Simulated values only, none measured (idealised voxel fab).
Documented hereafter: the process module known as voxel double patterning.
FYI the section here is cut, 260 nm wide, cells are 5 nm squares.
Reading order for cross-sections: top band down to bottom band. Underlying form: a grid of square cells. Band size: one or more rows of cells.
Quick guide to a band line: top height, bottom height (nm) up front; then every material left to right with its width in nm. Only one material and it's marked "all across"? Then it fills the band edge to edge. And "air" just means empty space.
The reference from which all heights are counted is 0, the level beneath which the as-received wafer is entirely one material; the lowest band, having no lower bound, proceeds downward and is written after the example "z 0 and below".
Width "30->40": first value at the band's top row of cells, second value at its bottom row, equal change from row to row.
"identical to before" -> step changed no cross-section cell.
You'll see "Enclosed void catalog" listing empty spaces that have no way open to the top, as long as they're 8 cells or more; the notation is width x height at distance, where the distance is from the left edge, and all of it is in nm.
What comes after the settings on a step's line is commentary from the simulator itself on that step.
overlay nm: where the mask lay relative to plan, measured to the right, on steps with a mask; negatives go left.

### Here's what the planned process steps look like
1 op RECEIVE | material Si
2 op CONFORMAL_DEP | material SiO2 | thk nm 5
3 op DIRECTIONAL_DEP | material TiN | thk nm 10
4 op DIRECTIONAL_DEP | material SiCN | thk nm 10
5 op DIRECTIONAL_DEP | material aC | thk nm 10
6 op PATTERN | tone open | mask id FIRST | material resist | width nm 15 | pitch nm 50 | thk nm 30 | overlay nm 0
7 op DIRECTIONAL_ETCH | etch materials aC | depth nm 10
8 op STRIP | etch materials resist
9 op DIRECTIONAL_ETCH | etch materials SiCN | depth nm 10
10 op STRIP | etch materials aC
11 op PATTERN | tone open | mask id SECOND | material resist | width nm 15 | thk nm 15 | overlay nm 0
12 op DIRECTIONAL_ETCH | etch materials SiCN | depth nm 10
13 op STRIP | etch materials resist
14 op DIRECTIONAL_ETCH | etch materials TiN | depth nm 10
15 op STRIP | etch materials SiCN

### Received-state cross-section, reflecting completion of step 1
  z 0 and below: Si all across
  Enclosed void catalog: none

### Look at the cross-section after the module: the wafer started out the way shown above and the plan was the one shown above, yet one mistake was made along the way
  z 15 to 10: SiO2 all across
  z 10 to 0: TiN all across
  z 0 and below: Si all across
  Enclosed void catalog: none
Finding, execution versus plan: it was found that steps 2 and 3 of the process plan had been performed in exchanged positions
